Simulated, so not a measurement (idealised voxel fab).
Process module in this document: voxel released beams
cross-section cut | 250 nm wide | cells 5 nm
A cross-section is written here as square cells arranged in a grid, and it is given in bands from the top down, each band taking up one or more rows of cells.
Heads up on the band format: heights come first, top then bottom, in nm. After that it's the materials left to right, each with its width in nm. A single material flagged "everywhere" fills the whole band edge to edge, and "empty" means there's empty space there.
Note: height 0 marks the level under which the wafer is uniformly one material as received. Lowest band unbounded below, written "0 and below".
You'd read "30 to 40" like this: the band's top row of cells is as wide as the first number, its bottom row is as wide as the second, and going down, every row changes width by the same amount as the row before did.
When a step is marked "remained the same", none of the cells in the cross-section changed during that step.
"Fully sealed cavities" enumerates empty spaces isolated from the top, with no open way to it, that contain at least 8 cells, giving each as width x height at distance from the left edge, all three in nm.
Whatever follows a step's settings on its line is a remark the simulator itself makes about that step.
overlay nm: for a step with a mask, the amount by which the mask lay right of where it was planned; a negative amount means left of it.

**Listed below are the process steps as planned**
1) RECEIVE (material Si)
2) CONFORMAL_DEP (material Al2O3; thk nm 10)
3) DIRECTIONAL_DEP (material SiO2; thk nm 15)
4) DIRECTIONAL_DEP (material aC; thk nm 15)
5) PATTERN (tone open; mask id ANCHOR; material resist; width nm 35; thk nm 35; overlay nm 0)
6) DIRECTIONAL_ETCH (etch materials aC; depth nm 15)
7) STRIP (etch materials resist)
8) DIRECTIONAL_ETCH (etch materials SiO2; depth nm 15)
9) STRIP (etch materials aC)
10) CONFORMAL_DEP (material W; thk nm 10)
11) DIRECTIONAL_DEP (material aC; thk nm 10)
12) PATTERN (tone cover; mask id BEAM; material resist; width nm 95; thk nm 25; overlay nm 0)
13) DIRECTIONAL_ETCH (etch materials aC; depth nm 10)
14) STRIP (etch materials resist)
15) DIRECTIONAL_ETCH (etch materials W; depth nm 10)
16) STRIP (etch materials aC)
17) STRIP (etch materials SiO2)

**On the first of the two wafers: run conducted according to plan**

**as received, after step 1**
	0 and below: Si everywhere
	Fully sealed cavities: none

**Once step 2 is through, the wafer looks like this in cross-section**
	10 down to 0: Al2O3 everywhere
	Below a height of 0, the structure has not been altered.

**Once step 3 is through, the wafer looks like this in cross-section**
	25 down to 10: SiO2 everywhere
	Below a height of 10, the structure has not been altered.

**Once step 4 is through, the wafer looks like this in cross-section**
	40 down to 25: aC everywhere
	Below a height of 25, the structure has not been altered.

**Once step 5 is through, the wafer looks like this in cross-section**
	75 down to 40: resist 80 nm / empty 35 nm / resist 135 nm
	Below a height of 40, the structure has not been altered.

**Once step 6 is through, the wafer looks like this in cross-section**
	60 down to 40: resist 80 nm / empty 35 nm / resist 135 nm
	40 down to 25: aC 80 nm / empty 35 nm / aC 135 nm
	Below a height of 25, the structure has not been altered.

**Once step 7 is through, the wafer looks like this in cross-section**
	40 down to 25: aC 80 nm / empty 35 nm / aC 135 nm
	Below a height of 25, the structure has not been altered.

**Once step 8 is through, the wafer looks like this in cross-section**
	40 down to 25: aC 80 nm / empty 35 nm / aC 135 nm
	25 down to 10: SiO2 80 nm / empty 35 nm / SiO2 135 nm
	Below a height of 10, the structure has not been altered.

**Once step 9 is through, the wafer looks like this in cross-section**
	25 down to 10: SiO2 80 nm / empty 35 nm / SiO2 135 nm
	Below a height of 10, the structure has not been altered.

**Once step 10 is through, the wafer looks like this in cross-section**
	35 down to 25: W 90 nm / empty 15 nm / W 145 nm
	25 down to 20: SiO2 80 nm / W 10 nm / empty 15 nm / W 10 nm / SiO2 135 nm
	20 down to 10: SiO2 80 nm / W 35 nm / SiO2 135 nm
	Below a height of 10, the structure has not been altered.

**Once step 11 is through, the wafer looks like this in cross-section**
	45 down to 35: aC 90 nm / empty 15 nm / aC 145 nm
	35 down to 30: W 90 nm / empty 15 nm / W 145 nm
	30 down to 25: W 90 nm / aC 15 nm / W 145 nm
	25 down to 20: SiO2 80 nm / W 10 nm / aC 15 nm / W 10 nm / SiO2 135 nm
	Below a height of 20, the structure has not been altered.

**Once step 12 is through, the wafer looks like this in cross-section**
	70 down to 45: empty 75 nm / resist 95 nm / empty 80 nm
	45 down to 35: aC 90 nm / resist 15 nm / aC 145 nm
	35 down to 30: W 90 nm / resist 15 nm / W 145 nm
	Below a height of 30, the structure has not been altered.

**Once step 13 is through, the wafer looks like this in cross-section**
	60 down to 45: empty 75 nm / resist 95 nm / empty 80 nm
	45 down to 35: empty 75 nm / aC 15 nm / resist 15 nm / aC 65 nm / empty 80 nm
	Below a height of 35, the structure has not been altered.

**Once step 14 is through, the wafer looks like this in cross-section**
	45 down to 35: empty 75 nm / aC 15 nm / empty 15 nm / aC 65 nm / empty 80 nm
	35 down to 30: W 90 nm / empty 15 nm / W 145 nm
	Below a height of 30, the structure has not been altered.

**Once step 15 is through, the wafer looks like this in cross-section**
	45 down to 35: empty 75 nm / aC 15 nm / empty 15 nm / aC 65 nm / empty 80 nm
	35 down to 30: empty 75 nm / W 15 nm / empty 15 nm / W 65 nm / empty 80 nm
	30 down to 25: empty 75 nm / W 15 nm / aC 15 nm / W 65 nm / empty 80 nm
	Below a height of 25, the structure has not been altered.

**Once step 16 is through, the wafer looks like this in cross-section**
	35 down to 25: empty 75 nm / W 15 nm / empty 15 nm / W 65 nm / empty 80 nm
	25 down to 20: SiO2 80 nm / W 10 nm / empty 15 nm / W 10 nm / SiO2 135 nm
	Below a height of 20, the structure has not been altered.

**Once step 17 is through, the wafer looks like this in cross-section**
	35 down to 25: empty 75 nm / W 15 nm / empty 15 nm / W 65 nm / empty 80 nm
	25 down to 20: empty 80 nm / W 10 nm / empty 15 nm / W 10 nm / empty 135 nm
	20 down to 10: empty 80 nm / W 35 nm / empty 135 nm
	Below a height of 10, the structure has not been altered.

**Second wafer, same starting state and plan as the first, one mistake in the run, identical through step 4**

**Cross-sectional view of the second wafer at the intended end time of process step 5**
	75 down to 40: empty 80 nm / resist 35 nm / empty 135 nm
	Below a height of 40, the structure has not been altered.

**Cross-sectional view of the second wafer at the intended end time of process step 6**
	60 down to 40: empty 80 nm / resist 35 nm / empty 135 nm
	40 down to 25: empty 80 nm / aC 35 nm / empty 135 nm
	Below a height of 25, the structure has not been altered.

**Cross-sectional view of the second wafer at the intended end time of process step 7**
	40 down to 25: empty 80 nm / aC 35 nm / empty 135 nm
	Below a height of 25, the structure has not been altered.

**Cross-sectional view of the second wafer at the intended end time of process step 8**
	40 down to 25: empty 80 nm / aC 35 nm / empty 135 nm
	25 down to 10: empty 80 nm / SiO2 35 nm / empty 135 nm
	Below a height of 10, the structure has not been altered.

**Cross-sectional view of the second wafer at the intended end time of process step 9**
	25 down to 10: empty 80 nm / SiO2 35 nm / empty 135 nm
	Below a height of 10, the structure has not been altered.

**Cross-sectional view of the second wafer at the intended end time of process step 10**
	35 down to 25: empty 70 nm / W 55 nm / empty 125 nm
	25 down to 20: empty 70 nm / W 10 nm / SiO2 35 nm / W 10 nm / empty 125 nm
	20 down to 10: W 80 nm / SiO2 35 nm / W 135 nm
	Below a height of 10, the structure has not been altered.

**Cross-sectional view of the second wafer at the intended end time of process step 11**
	45 down to 35: empty 70 nm / aC 55 nm / empty 125 nm
	35 down to 30: empty 70 nm / W 55 nm / empty 125 nm
	30 down to 25: aC 70 nm / W 55 nm / aC 125 nm
	25 down to 20: aC 70 nm / W 10 nm / SiO2 35 nm / W 10 nm / aC 125 nm
	Below a height of 20, the structure has not been altered.

**Cross-sectional view of the second wafer at the intended end time of process step 12**
	70 down to 45: empty 75 nm / resist 95 nm / empty 80 nm
	45 down to 35: empty 70 nm / aC 55 nm / resist 45 nm / empty 80 nm
	35 down to 30: empty 70 nm / W 55 nm / resist 45 nm / empty 80 nm
	Below a height of 30, the structure has not been altered.

**Cross-sectional view of the second wafer at the intended end time of process step 13**
	60 down to 45: empty 75 nm / resist 95 nm / empty 80 nm
	45 down to 35: empty 75 nm / aC 50 nm / resist 45 nm / empty 80 nm
	35 down to 30: empty 70 nm / W 55 nm / resist 45 nm / empty 80 nm
	30 down to 25: empty 70 nm / W 55 nm / aC 45 nm / empty 80 nm
	25 down to 20: empty 70 nm / W 10 nm / SiO2 35 nm / W 10 nm / aC 45 nm / empty 80 nm
	Below a height of 20, the structure has not been altered.

**Cross-sectional view of the second wafer at the intended end time of process step 14**
	45 down to 35: empty 75 nm / aC 50 nm / empty 125 nm
	35 down to 30: empty 70 nm / W 55 nm / empty 125 nm
	Below a height of 30, the structure has not been altered.

**Cross-sectional view of the second wafer at the intended end time of process step 15**
	45 down to 35: empty 75 nm / aC 50 nm / empty 125 nm
	35 down to 30: empty 75 nm / W 50 nm / empty 125 nm
	30 down to 25: empty 75 nm / W 50 nm / aC 45 nm / empty 80 nm
	25 down to 20: empty 70 nm / W 10 nm / SiO2 35 nm / W 10 nm / aC 45 nm / empty 80 nm
	20 down to 10: empty 70 nm / W 10 nm / SiO2 35 nm / W 55 nm / empty 80 nm
	Below a height of 10, the structure has not been altered.

**Cross-sectional view of the second wafer at the intended end time of process step 16**
	35 down to 25: empty 75 nm / W 50 nm / empty 125 nm
	25 down to 20: empty 70 nm / W 10 nm / SiO2 35 nm / W 10 nm / empty 125 nm
	Below a height of 20, the structure has not been altered.

Cross-sectional view of the second wafer at the intended end time of process step 17: remained the same
Where did the run depart from the plan? step 5 was run on a setting that differed from the plan, and what really ran there is PATTERN (tone cover; mask id ANCHOR; material resist; width nm 35; thk nm 35; overlay nm 0)
Final wafer comparison in cells, second versus first, more or fewer per material: SiO2: 21 more
